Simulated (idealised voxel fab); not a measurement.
process module | voxel released beams
cross-section cut | 290 nm wide | cells 5 nm
A cross-section is a grid of square cells, given in bands from the top down. A band is one or more rows of cells.
Each band's line starts with the height of the band's top and of its bottom, in nm. Then come its materials from left to right, each with its width in nm. One material with "throughout" fills the band from edge to edge. "air" is empty space.
Height 0 is the level under which the wafer as received is all one material. The lowest band goes on downwards, as in "0 down".
A width such as "30 to 40" changes by the same amount from each row of cells to the next, from the band's top row to its bottom row.
"no change" after a step means that no cell of the cross-section changed.
closed voids: empty space of 8 cells or more with no open way to the top, each as width x height at its distance from the left edge, in nm
after a step's settings: what the simulator itself notes on the step
overlay nm, on a step with a mask: how far to the right of its planned place the mask lay; to the left if negative
plan
1 op RECEIVE | material Si
2 op CONFORMAL_DEP | material SiN | thk nm 10
3 op DIRECTIONAL_DEP | material SiO2 | thk nm 10
4 op PATTERN | tone open | mask id ANCHOR | material resist | width nm 25 | thk nm 15 | overlay nm 0
5 op DIRECTIONAL_ETCH | etch materials SiO2 | depth nm 10
6 op STRIP | etch materials resist
7 op CONFORMAL_DEP | material W | thk nm 10
8 op PATTERN | tone cover | mask id BEAM | material resist | width nm 75 | thk nm 15 | overlay nm 0
9 op DIRECTIONAL_ETCH | etch materials W | depth nm 10
10 op STRIP | etch materials resist
11 op STRIP | etch materials SiO2
as received, after step 1
  0 down: Si throughout
  closed voids: none
a wafer at the end: this start, this plan, one mistake
  30 to 20: air 110 | W 10 | air 5 | W 55 | air 110
  20 to 10: air 110 | W 25 | air 155
  10 to 0: SiN throughout
  0 down: Si throughout
  closed voids: none
what went wrong: step 8 ran as: op PATTERN | tone cover | mask id BEAM | material resist | width nm 70 | thk nm 15 | overlay nm 0
